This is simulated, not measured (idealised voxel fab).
Module name: voxel transistor to metal (process module)
Cross-sectional view cut (width: 180 nm; square cell size: 5 nm).
A cross-section is written here as square cells arranged in a grid, and it is given in bands from the top down, each band taking up one or more rows of cells.
Basically the band line says how high the top is and how high the bottom is, in nm, and then what's in it from left to right, every material with its width in nm. Empty space shows up as "blank", and if a single material carries "all across" it runs the full band edge to edge.
Measure heights from 0. That's the level where, below it, the as-received wafer is all one material. The lowest band is bottomless and extends downward; write it as in "0..down".
The two numbers in a width such as "30 to 40" mark its ends across the band: the first belongs to the top row of cells, the second to the bottom row, and from each row to the next the width moves by the same amount.
Basically "left unchanged" means that step didn't change any cell in the cross-section.
Look at "Unvented voids" for the closed voids: empty spaces with no open path to the top, sized 8 cells or up. Each is width x height at distance, distance from the left edge, all nm.
It should be noted that, on the line of a given step, the content following the step's settings is a remark produced by the simulator itself with respect to that step.
The line of a step may include "overlay nm". On a step with a mask, this value is how far to the right of its planned place the mask lay. A negative value means the mask lay to the left.
## Below is the list of planned process steps
1 RECEIVE,material Si
2 OXIDIZE,depth nm 5
3 CONFORMAL_DEP,material SiN,thk nm 10
4 MASKED_ETCH,tone cover,mask id ACTIVE,width nm 125,etch materials SiN,depth nm 10,overlay nm 0
5 MASKED_ETCH,tone cover,mask id ACTIVE,width nm 125,etch materials SiO2,depth nm 5,overlay nm 0
6 MASKED_ETCH,tone cover,mask id ACTIVE,width nm 125,etch materials Si,depth nm 20,overlay nm 0
7 OXIDIZE,depth nm 5
8 FILL_DEP,material SiO2,thk nm 15
9 CMP,height nm 10
10 SELECTIVE_ETCH,etch materials SiO2,depth nm 5
11 STRIP,etch materials SiN
12 SELECTIVE_ETCH,etch materials SiO2,depth nm 5
13 OXIDIZE,depth nm 5
14 DIRECTIONAL_DEP,material polySi,thk nm 25
15 DIRECTIONAL_DEP,material SiCN,thk nm 10
16 MASKED_ETCH,tone cover,mask id GATE,width nm 35,etch materials SiCN,depth nm 20,overlay nm 0
17 MASKED_ETCH,tone cover,mask id GATE,width nm 35,etch materials polySi,depth nm 35,overlay nm 0
18 CONFORMAL_DEP,material SiO2,thk nm 5
19 DIRECTIONAL_ETCH,etch materials SiO2,depth nm 5
20 CONFORMAL_DEP,material SiN,thk nm 5
21 DIRECTIONAL_ETCH,etch materials SiN,depth nm 5
22 DIRECTIONAL_ETCH,etch materials SiO2,depth nm 5
23 DIRECTIONAL_ETCH,etch materials Si,depth nm 10
24 EPI,material SiGe,thk nm 15
25 FILL_DEP,material SiO2,thk nm 10
26 CMP,height nm 20
27 STRIP,etch materials polySi
28 SELECTIVE_ETCH,etch materials SiO2,depth nm 5
29 CONFORMAL_DEP,material HfO2,thk nm 5
30 CONFORMAL_DEP,material TiN,thk nm 5
31 FILL_DEP,material W,thk nm 10
32 CMP,height nm 15
33 DIRECTIONAL_DEP,material SiO2,thk nm 15
34 MASKED_ETCH,tone open,mask id CONTACT,width nm 20,pitch nm 85,etch materials SiO2,depth nm 35,overlay nm 0
35 CONFORMAL_DEP,material TiN,thk nm 5
36 FILL_DEP,material Ru,thk nm 5
37 CMP,height nm 30
38 CONFORMAL_DEP,material SiN,thk nm 5
39 DIRECTIONAL_DEP,material lowk,thk nm 15
40 DIRECTIONAL_DEP,material aC,thk nm 15
41 PATTERN,tone open,mask id METAL_1,material resist,width nm 20,pitch nm 85,thk nm 35,overlay nm 0
42 DIRECTIONAL_ETCH,etch materials aC,depth nm 15
43 STRIP,etch materials resist
44 DIRECTIONAL_ETCH,etch materials lowk,depth nm 15
45 DIRECTIONAL_ETCH,etch materials SiN,depth nm 5
46 STRIP,etch materials aC
47 CONFORMAL_DEP,material TiN,thk nm 5
48 FILL_DEP,material Ru,thk nm 5
49 CMP,height nm 50
50 CONFORMAL_DEP,material SiCN,thk nm 5
## Delivered wafer in cross-section: state after step 1
    0..down = Si all across
    Unvented voids: none
## Cross-section: first of two wafers, module finished, run according to plan
    55..50 = SiCN all across
    50..35 = lowk 35 nm  TiN 5 nm  Ru 10 nm  TiN 5 nm  lowk 65 nm  TiN 5 nm  Ru 10 nm  TiN 5 nm  lowk 40 nm
    35..30 = SiN 35 nm  TiN 20 nm  SiN 65 nm  TiN 20 nm  SiN 40 nm
    30..15 = SiO2 35 nm  TiN 5 nm  Ru 10 nm  TiN 5 nm  SiO2 65 nm  TiN 5 nm  Ru 10 nm  TiN 5 nm  SiO2 40 nm
    15..10 = SiO2 35 nm  TiN 5 nm  Ru 10 nm  TiN 5 nm  SiO2 5 nm  SiN 5 nm  HfO2 5 nm  TiN 5 nm  W 25 nm  TiN 5 nm  HfO2 5 nm  SiN 5 nm  SiO2 5 nm  TiN 5 nm  Ru 10 nm  TiN 5 nm  SiO2 40 nm
    10..5 = SiO2 35 nm  TiN 20 nm  SiO2 5 nm  SiN 5 nm  HfO2 5 nm  TiN 5 nm  W 25 nm  TiN 5 nm  HfO2 5 nm  SiN 5 nm  SiO2 5 nm  TiN 20 nm  SiO2 40 nm
    5..0 = SiO2 35 nm  TiN 10 nm  SiGe 15 nm  SiN 5 nm  HfO2 5 nm  TiN 5 nm  W 25 nm  TiN 5 nm  HfO2 5 nm  SiN 5 nm  SiGe 15 nm  TiN 10 nm  SiO2 40 nm
    0..-5 = SiO2 25 nm  SiN 5 nm  SiO2 5 nm  TiN 10 nm  SiGe 15 nm  SiN 5 nm  HfO2 5 nm  TiN 35 nm  HfO2 5 nm  SiN 5 nm  SiGe 15 nm  TiN 10 nm  SiO2 5 nm  SiN 5 nm  SiO2 30 nm
    -5..-10 = SiO2 30 nm  SiGe 30 nm  SiO2 5 nm  HfO2 45 nm  SiO2 5 nm  SiGe 30 nm  SiO2 35 nm
    -10..-20 = SiO2 30 nm  SiGe 30 nm  Si 55 nm  SiGe 30 nm  SiO2 35 nm
    -20..-30 = SiO2 30 nm  Si 115 nm  SiO2 35 nm
    -30..down = Si all across
    Unvented voids: none
## Cross-section of the latter of the two wafers at module completion. It had an identical start and an identical plan to the former; in running it, one mistake was made
    55..50 = SiCN all across
    50..35 = lowk 35 nm  TiN 5 nm  Ru 10 nm  TiN 5 nm  lowk 65 nm  TiN 5 nm  Ru 10 nm  TiN 5 nm  lowk 40 nm
    35..30 = SiN 35 nm  TiN 20 nm  SiN 65 nm  TiN 20 nm  SiN 40 nm
    30..15 = SiO2 35 nm  TiN 5 nm  Ru 10 nm  TiN 5 nm  SiO2 65 nm  TiN 5 nm  Ru 10 nm  TiN 5 nm  SiO2 40 nm
    15..10 = SiO2 35 nm  TiN 5 nm  Ru 10 nm  TiN 5 nm  SiO2 5 nm  SiN 5 nm  HfO2 5 nm  TiN 5 nm  W 25 nm  TiN 5 nm  HfO2 5 nm  SiN 5 nm  SiO2 5 nm  TiN 5 nm  Ru 10 nm  TiN 5 nm  SiO2 40 nm
    10..5 = SiO2 35 nm  TiN 20 nm  SiO2 5 nm  SiN 5 nm  HfO2 5 nm  TiN 5 nm  W 25 nm  TiN 5 nm  HfO2 5 nm  SiN 5 nm  SiO2 5 nm  TiN 20 nm  SiO2 40 nm
    5..0 = SiO2 35 nm  SiGe 25 nm  SiN 5 nm  HfO2 5 nm  TiN 5 nm  W 25 nm  TiN 5 nm  HfO2 5 nm  SiN 5 nm  SiGe 15 nm  TiN 10 nm  SiO2 40 nm
    0..-5 = SiO2 35 nm  SiN 5 nm  SiGe 20 nm  SiN 5 nm  HfO2 5 nm  TiN 35 nm  HfO2 5 nm  SiN 5 nm  SiGe 15 nm  TiN 10 nm  SiO2 15 nm  SiN 5 nm  SiO2 20 nm
    -5..-10 = SiO2 40 nm  SiGe 20 nm  SiO2 5 nm  HfO2 45 nm  SiO2 5 nm  SiGe 40 nm  SiO2 25 nm
    -10..-20 = SiO2 30 nm  Si 10 nm  SiGe 20 nm  Si 55 nm  SiGe 40 nm  SiO2 25 nm
    -20..-30 = SiO2 30 nm  Si 125 nm  SiO2 25 nm
    -30..down = Si all across
    Unvented voids: none
Deviation from plan: rather than as planned, step 4 actually ran as MASKED_ETCH,tone cover,mask id ACTIVE,width nm 125,etch materials SiN,depth nm 10,overlay nm 10
at the end the second wafer has, in cells: 8 more of Si; 3 more of SiGe; 7 fewer of SiO2; 4 fewer of TiN
